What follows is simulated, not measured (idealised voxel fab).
process module | voxel transistor to metal
cross-section cut | 295 nm wide | cells 5 nm
A cross-section is a grid of square cells, given in bands from the top down. A band is one or more rows of cells.
Each band's line starts with the height of the band's top and of its bottom, in nm. Then come its materials from left to right, each with its width in nm. One material with "throughout" fills the band from edge to edge. "air" is empty space.
Height 0 is the level under which the wafer as received is all one material. The lowest band goes on downwards, as in "0 down".
A width such as "30 to 40" changes by the same amount from each row of cells to the next, from the band's top row to its bottom row.
"no change" after a step means that no cell of the cross-section changed.
closed voids: empty space of 8 cells or more with no open way to the top, each as width x height at its distance from the left edge, in nm
after a step's settings: what the simulator itself notes on the step
overlay nm, on a step with a mask: how far to the right of its planned place the mask lay; to the left if negative
plan
1 op RECEIVE | material Si
2 op CONFORMAL_DEP | material SiO2 | thk nm 5
3 op CONFORMAL_DEP | material SiN | thk nm 15
4 op MASKED_ETCH | tone cover | mask id ACTIVE | width nm 110 | pitch nm 130 | etch materials SiN | depth nm 15 | overlay nm 0
5 op MASKED_ETCH | tone cover | mask id ACTIVE | width nm 110 | pitch nm 130 | etch materials SiO2 | depth nm 5 | overlay nm 0
6 op MASKED_ETCH | tone cover | mask id ACTIVE | width nm 110 | pitch nm 130 | etch materials Si | depth nm 30 | overlay nm 0
7 op FILL_DEP | material SiO2 | thk nm 10
8 op CMP | height nm 20
9 op SELECTIVE_ETCH | etch materials SiO2 | depth nm 15
10 op STRIP | etch materials SiN
11 op SELECTIVE_ETCH | etch materials SiO2 | depth nm 5
12 op OXIDIZE | depth nm 5
13 op DIRECTIONAL_DEP | material polySi | thk nm 30
14 op DIRECTIONAL_DEP | material SiCN | thk nm 10
15 op DIRECTIONAL_DEP | material aC | thk nm 10
16 op PATTERN | tone cover | mask id GATE | material resist | width nm 20 | pitch nm 130 | thk nm 25 | overlay nm 0
17 op DIRECTIONAL_ETCH | etch materials aC | depth nm 10
18 op STRIP | etch materials resist
19 op DIRECTIONAL_ETCH | etch materials SiCN | depth nm 20
20 op DIRECTIONAL_ETCH | etch materials polySi | depth nm 40
21 op STRIP | etch materials aC
22 op CONFORMAL_DEP | material SiO2 | thk nm 5
23 op DIRECTIONAL_ETCH | etch materials SiO2 | depth nm 5
24 op CONFORMAL_DEP | material SiN | thk nm 5
25 op DIRECTIONAL_ETCH | etch materials SiN | depth nm 5
26 op DIRECTIONAL_ETCH | etch materials SiO2 | depth nm 5
27 op EPI | material SiGe | thk nm 5
28 op FILL_DEP | material SiO2 | thk nm 5
29 op CMP | height nm 40
30 op DIRECTIONAL_DEP | material SiO2 | thk nm 15
31 op DIRECTIONAL_DEP | material aC | thk nm 10
32 op PATTERN | tone open | mask id CONTACT | material resist | width nm 20 | thk nm 30 | overlay nm 0
33 op DIRECTIONAL_ETCH | etch materials aC | depth nm 10
34 op STRIP | etch materials resist
35 op DIRECTIONAL_ETCH | etch materials SiO2 | depth nm 55
36 op STRIP | etch materials aC
37 op CONFORMAL_DEP | material TiN | thk nm 5
38 op FILL_DEP | material Ru | thk nm 5
39 op CMP | height nm 55
40 op CONFORMAL_DEP | material SiN | thk nm 5
41 op DIRECTIONAL_DEP | material lowk | thk nm 25
42 op DIRECTIONAL_DEP | material aC | thk nm 15
43 op PATTERN | tone open | mask id METAL_1 | material resist | width nm 20 | thk nm 35 | overlay nm 0
44 op DIRECTIONAL_ETCH | etch materials aC | depth nm 15
45 op STRIP | etch materials resist
46 op DIRECTIONAL_ETCH | etch materials lowk | depth nm 25
47 op DIRECTIONAL_ETCH | etch materials SiN | depth nm 5
48 op STRIP | etch materials aC
49 op CONFORMAL_DEP | material TiN | thk nm 5
50 op FILL_DEP | material W | thk nm 10
51 op CMP | height nm 85
52 op EPI | material Ru | thk nm 5
53 op FILL_DEP | material SiCN | thk nm 5
54 op DIRECTIONAL_DEP | material SiO2 | thk nm 25
55 op DIRECTIONAL_DEP | material aC | thk nm 10
56 op PATTERN | tone open | mask id METAL_2 | material resist | width nm 20 | pitch nm 130 | thk nm 25 | overlay nm 0
57 op DIRECTIONAL_ETCH | etch materials aC | depth nm 10
58 op STRIP | etch materials resist
59 op DIRECTIONAL_ETCH | etch materials SiO2 | depth nm 5
60 op STRIP | etch materials aC
61 op DIRECTIONAL_DEP | material aC | thk nm 10
62 op PATTERN | tone open | mask id METAL_2_HOLES | material resist | width nm 15 | pitch nm 130 | thk nm 25 | overlay nm 0
63 op DIRECTIONAL_ETCH | etch materials aC | depth nm 10
64 op STRIP | etch materials resist
65 op DIRECTIONAL_ETCH | etch materials SiO2 | depth nm 10
66 op DIRECTIONAL_ETCH | etch materials SiCN | depth nm 5
67 op STRIP | etch materials aC
68 op CONFORMAL_DEP | material TiN | thk nm 5
69 op FILL_DEP | material Cu | thk nm 10
70 op CMP | height nm 120
71 op CONFORMAL_DEP | material SiCN | thk nm 5
varied across the wafers: depth nm of step 59. The plan shows the first wafer's value. All wafers start alike
first wafer as received, after step 1
  0 down: Si throughout
  closed voids: none
each wafer at the end: cells of each material gained (+) or lost (-) since it was received, then its closed voids
depth nm 5 | +4 Cu | +104 Ru | -134 Si | +169 SiCN | +32 SiGe | +75 SiN | +754 SiO2 | +168 TiN | +40 W | +215 lowk | +48 polySi | closed voids: none
depth nm 10 | +8 Cu | +104 Ru | -134 Si | +169 SiCN | +32 SiGe | +75 SiN | +746 SiO2 | +172 TiN | +40 W | +215 lowk | +48 polySi | closed voids: none
depth nm 15 | +14 Cu | +104 Ru | -134 Si | +163 SiCN | +32 SiGe | +75 SiN | +738 SiO2 | +180 TiN | +40 W | +215 lowk | +48 polySi | closed voids: none
depth nm 20 | +16 Cu | +104 Ru | -134 Si | +163 SiCN | +32 SiGe | +75 SiN | +736 SiO2 | +180 TiN | +40 W | +215 lowk | +48 polySi | closed voids: none
depth nm 25 | +18 Cu | +104 Ru | -134 Si | +163 SiCN | +32 SiGe | +75 SiN | +734 SiO2 | +180 TiN | +40 W | +215 lowk | +48 polySi | closed voids: none
depth nm 30 | +18 Cu | +104 Ru | -134 Si | +163 SiCN | +32 SiGe | +75 SiN | +734 SiO2 | +180 TiN | +40 W | +215 lowk | +48 polySi | closed voids: none
